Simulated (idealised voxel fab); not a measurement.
Process module name: voxel transistor to metal
The cross-section on display is named cut; it measures 295 nm wide, and its cells are 5 nm squares.
A cross-section in this document is a grid of square cells, and it is written down as bands, the top band listed before the ones below it; a band is made up of one or more rows of cells. Band entry format. Leading values: height of top, height of bottom, nm. Remainder: materials in left-to-right order, each with its width in nm. Special words: "all across" on a single material, which then fills the band edge to edge; "air", empty space. Counting heights begins at 0, where everything beneath is, in the wafer as received, one material. The lowest band has no bottom; it goes on downwards, as "0 and below" shows. A width given as "30 to 40" starts at the first number in the band's top row and ends at the second number in its bottom row, shifting by an equal amount at every step from row to row. What does "changes: none" mean for a step? It means no cell of the cross-section changed in that step. Entry "Sealed void inventory" = empty spaces >= 8 cells with no open way to the top; each as width x height at distance, distance from left edge, all nm. Where a step's line continues beyond its settings, the continuation is a remark by the simulator itself on that step. overlay nm: mask offset rightward from planned place, masked step; negative means leftward offset.

### plan
step 1: RECEIVE (material Si)
step 2: CONFORMAL_DEP (material SiO2; thk nm 5)
step 3: CONFORMAL_DEP (material SiN; thk nm 10)
step 4: PATTERN (tone cover; mask id ACTIVE; material resist; width nm 110; pitch nm 140; thk nm 20; overlay nm 0)
step 5: DIRECTIONAL_ETCH (etch materials SiN; depth nm 10)
step 6: DIRECTIONAL_ETCH (etch materials SiO2; depth nm 5)
step 7: DIRECTIONAL_ETCH (etch materials Si; depth nm 35)
step 8: STRIP (etch materials resist)
step 9: FILL_DEP (material SiO2; thk nm 10)
step 10: CMP (height nm 15)
step 11: SELECTIVE_ETCH (etch materials SiO2; depth nm 5)
step 12: STRIP (etch materials SiN)
step 13: SELECTIVE_ETCH (etch materials SiO2; depth nm 5)
step 14: OXIDIZE (depth nm 5)
step 15: DIRECTIONAL_DEP (material polySi; thk nm 25)
step 16: DIRECTIONAL_DEP (material SiCN; thk nm 15)
step 17: PATTERN (tone cover; mask id GATE; material resist; width nm 30; pitch nm 140; thk nm 20; overlay nm 0)
step 18: DIRECTIONAL_ETCH (etch materials SiCN; depth nm 25)
step 19: DIRECTIONAL_ETCH (etch materials polySi; depth nm 35)
step 20: STRIP (etch materials resist)
step 21: CONFORMAL_DEP (material SiO2; thk nm 5)
step 22: DIRECTIONAL_ETCH (etch materials SiO2; depth nm 5)
step 23: CONFORMAL_DEP (material SiN; thk nm 10)
step 24: DIRECTIONAL_ETCH (etch materials SiN; depth nm 10)
step 25: DIRECTIONAL_ETCH (etch materials SiO2; depth nm 5)
step 26: DIRECTIONAL_ETCH (etch materials Si; depth nm 10)
step 27: EPI (material nSi; thk nm 10)
step 28: FILL_DEP (material SiO2; thk nm 10)
step 29: CMP (height nm 25)
step 30: STRIP (etch materials polySi)
step 31: SELECTIVE_ETCH (etch materials SiO2; depth nm 5)
step 32: CONFORMAL_DEP (material HfO2; thk nm 5)
step 33: CONFORMAL_DEP (material TiN; thk nm 5)
step 34: FILL_DEP (material W; thk nm 10)
step 35: CMP (height nm 20)
step 36: DIRECTIONAL_DEP (material SiO2; thk nm 15)
step 37: PATTERN (tone open; mask id CONTACT; material resist; width nm 15; thk nm 15; overlay nm 0)
step 38: DIRECTIONAL_ETCH (etch materials SiO2; depth nm 30)
step 39: STRIP (etch materials resist)
step 40: CONFORMAL_DEP (material TiN; thk nm 5)
step 41: FILL_DEP (material W; thk nm 5)
step 42: CMP (height nm 35)
step 43: DIRECTIONAL_DEP (material TiN; thk nm 5)
step 44: DIRECTIONAL_DEP (material W; thk nm 20)
step 45: DIRECTIONAL_DEP (material aC; thk nm 10)
step 46: PATTERN (tone cover; mask id METAL_1; material resist; width nm 15; thk nm 25; overlay nm 0)
step 47: DIRECTIONAL_ETCH (etch materials aC; depth nm 10)
step 48: STRIP (etch materials resist)
step 49: DIRECTIONAL_ETCH (etch materials W; depth nm 20)
step 50: DIRECTIONAL_ETCH (etch materials TiN; depth nm 5)
step 51: STRIP (etch materials aC)
step 52: FILL_DEP (material lowk; thk nm 10)
step 53: CMP (height nm 60)
step 54: CONFORMAL_DEP (material SiCN; thk nm 5)
step 55: DIRECTIONAL_DEP (material lowk; thk nm 35)
step 56: MASKED_ETCH (tone open; mask id METAL_2; width nm 15; pitch nm 140; etch materials lowk; depth nm 20; overlay nm 0)
step 57: PATTERN (tone open; mask id METAL_2_HOLES; material resist; width nm 15; pitch nm 140; thk nm 20; overlay nm 0)
step 58: DIRECTIONAL_ETCH (etch materials lowk; depth nm 15)
step 59: DIRECTIONAL_ETCH (etch materials SiCN; depth nm 5)
step 60: STRIP (etch materials resist)
step 61: CONFORMAL_DEP (material TiN; thk nm 5)
step 62: FILL_DEP (material Ru; thk nm 5)
step 63: CMP (height nm 100)
step 64: CONFORMAL_DEP (material SiCN; thk nm 5)

### Wafer cross-section on receipt, i.e. after step 1
- 0 and below = Si all across
- Sealed void inventory: none

### Wafer cross-section at end of module: start and plan as shown above, one execution error
- 105 down to 100 = SiCN all across
- 100 down to 65 = lowk 25 nm, then TiN 5 nm, then Ru 5 nm, then TiN 5 nm, then lowk 125 nm, then TiN 5 nm, then Ru 5 nm, then TiN 5 nm, then lowk 115 nm
- 65 down to 60 = SiCN 25 nm, then TiN 15 nm, then SiCN 125 nm, then TiN 15 nm, then SiCN 115 nm
- 60 down to 40 = lowk 25 nm, then W 15 nm, then lowk 70 nm, then W 15 nm, then lowk 40 nm, then W 15 nm, then lowk 70 nm, then W 15 nm, then lowk 30 nm
- 40 down to 35 = lowk 25 nm, then TiN 15 nm, then lowk 70 nm, then TiN 15 nm, then lowk 40 nm, then TiN 15 nm, then lowk 70 nm, then TiN 15 nm, then lowk 30 nm
- 35 down to 20 = SiO2 25 nm, then TiN 5 nm, then W 5 nm, then TiN 5 nm, then SiO2 70 nm, then TiN 5 nm, then W 5 nm, then TiN 5 nm, then SiO2 40 nm, then TiN 5 nm, then W 5 nm, then TiN 5 nm, then SiO2 70 nm, then TiN 5 nm, then W 5 nm, then TiN 5 nm, then SiO2 30 nm
- 20 down to 10 = SiO2 25 nm, then TiN 5 nm, then W 5 nm, then TiN 5 nm, then SiO2 5 nm, then SiN 10 nm, then HfO2 5 nm, then TiN 5 nm, then W 20 nm, then TiN 5 nm, then HfO2 5 nm, then SiN 10 nm, then SiO2 5 nm, then TiN 5 nm, then W 5 nm, then TiN 5 nm, then SiO2 40 nm, then TiN 5 nm, then W 5 nm, then TiN 5 nm, then SiO2 5 nm, then SiN 10 nm, then HfO2 5 nm, then TiN 5 nm, then W 20 nm, then TiN 5 nm, then HfO2 5 nm, then SiN 10 nm, then SiO2 5 nm, then TiN 5 nm, then W 5 nm, then TiN 5 nm, then SiO2 30 nm
- 10 down to 5 = SiO2 25 nm, then TiN 15 nm, then SiO2 5 nm, then SiN 10 nm, then HfO2 5 nm, then TiN 5 nm, then W 20 nm, then TiN 5 nm, then HfO2 5 nm, then SiN 10 nm, then SiO2 5 nm, then TiN 15 nm, then SiO2 40 nm, then TiN 15 nm, then SiO2 5 nm, then SiN 10 nm, then HfO2 5 nm, then TiN 5 nm, then W 20 nm, then TiN 5 nm, then HfO2 5 nm, then SiN 10 nm, then SiO2 5 nm, then TiN 15 nm, then SiO2 30 nm
- 5 down to 0 = SiO2 20 nm, then SiN 10 nm, then nSi 15 nm, then SiN 10 nm, then HfO2 5 nm, then TiN 30 nm, then HfO2 5 nm, then SiN 10 nm, then nSi 15 nm, then SiN 10 nm, then SiO2 30 nm, then SiN 10 nm, then nSi 15 nm, then SiN 10 nm, then HfO2 5 nm, then TiN 30 nm, then HfO2 5 nm, then SiN 10 nm, then nSi 15 nm, then SiN 10 nm, then SiO2 25 nm
- 0 down to -5 = SiO2 30 nm, then nSi 15 nm, then SiO2 10 nm, then HfO2 40 nm, then SiO2 10 nm, then nSi 15 nm, then SiO2 50 nm, then nSi 15 nm, then SiO2 10 nm, then HfO2 40 nm, then SiO2 10 nm, then nSi 15 nm, then SiO2 35 nm
- -5 down to -15 = SiO2 20 nm, then Si 10 nm, then nSi 15 nm, then Si 60 nm, then nSi 15 nm, then Si 10 nm, then SiO2 30 nm, then Si 10 nm, then nSi 15 nm, then Si 60 nm, then nSi 15 nm, then Si 10 nm, then SiO2 25 nm
- -15 down to -70 = SiO2 20 nm, then Si 110 nm, then SiO2 30 nm, then Si 110 nm, then SiO2 25 nm
- -70 and below = Si all across
- Sealed void inventory: none
Finding, execution versus plan: execution of plan step 7 occurred twice
